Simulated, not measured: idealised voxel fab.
The name of this process module is voxel gate over fins.
The figure presents cross-section cut, which has a width of 145 nm and is divided into square cells with an edge length of 5 nm.
Think of the cross-section as a grid of square cells. We describe it in bands, top to bottom, and each band covers one or more rows of those cells.
Look at the band entry: it leads with the top's height and the bottom's height in nm. Then it lists the materials left to right, with a width in nm for each. The word "full width" on a single material says that material fills the band edge to edge. The word "air" is empty space.
Beneath 0, the wafer as received is one material, and that level is where height counting begins. The lowest band goes on downward without a bottom; it is written like "0 -> down".
A width given as "30..40" starts at the first number in the band's top row and ends at the second number in its bottom row, shifting by an equal amount at every step from row to row.
"nothing altered" means the step left every cell of the cross-section as it was.
Heads up: "Closed void entries" only lists the empty pockets with no open path to the top that are 8 cells or more, and it writes them as width x height at distance, distance from the left edge, in nm.
after a step's settings: what the simulator itself notes on the step
overlay nm: step with mask; distance mask lay right of planned place; negative value = left of planned place.

## Steps in the process plan
1,RECEIVE | material Si
2,CONFORMAL_DEP | material SiN | thk nm 10
3,PATTERN | tone cover | mask id FINS | material resist | width nm 15 | pitch nm 35 | thk nm 15 | overlay nm 0
4,DIRECTIONAL_ETCH | etch materials SiN | depth nm 10
5,DIRECTIONAL_ETCH | etch materials Si | depth nm 40
6,STRIP | etch materials resist
7,FILL_DEP | material SiO2 | thk nm 5
8,CMP | height nm 10
9,SELECTIVE_ETCH | etch materials SiO2 | depth nm 25
10,STRIP | etch materials SiN
11,CONFORMAL_DEP | material HfO2 | thk nm 5
12,CONFORMAL_DEP | material TiN | thk nm 5
13,CONFORMAL_DEP | material TiAl | thk nm 5
14,CONFORMAL_DEP | material TiN | thk nm 5
15,FILL_DEP | material W | thk nm 10
16,CMP | height nm 25
17,CONFORMAL_DEP | material SiCN | thk nm 5

## as received, after step 1
    0 -> down: Si full width
    Closed void entries: none

## Starting wafer: above. Plan: above. Run: one mistake. Cross-section after the module: below
    30 -> 25: SiCN full width
    25 -> 20: W full width
    20 -> 15: TiN full width
    15 -> 10: TiAl full width
    10 -> 5: TiN full width
    5 -> 0: 50 of HfO2, then 5 of TiN, then 30 of HfO2, then 5 of TiN, then 55 of HfO2
    0 -> -10: 45 of Si, then 5 of HfO2, then 5 of TiN, then 5 of HfO2, then 20 of Si, then 5 of HfO2, then 5 of TiN, then 5 of HfO2, then 50 of Si
    -10 -> -15: 45 of Si, then 15 of HfO2, then 20 of Si, then 15 of HfO2, then 50 of Si
    -15 -> -40: 45 of Si, then 15 of SiO2, then 20 of Si, then 15 of SiO2, then 50 of Si
    -40 -> down: Si full width
    Closed void entries: none
The mistake made against the process plan was this: not per plan at step 3, really ran PATTERN | tone open | mask id FINS | material resist | width nm 15 | pitch nm 35 | thk nm 15 | overlay nm 0
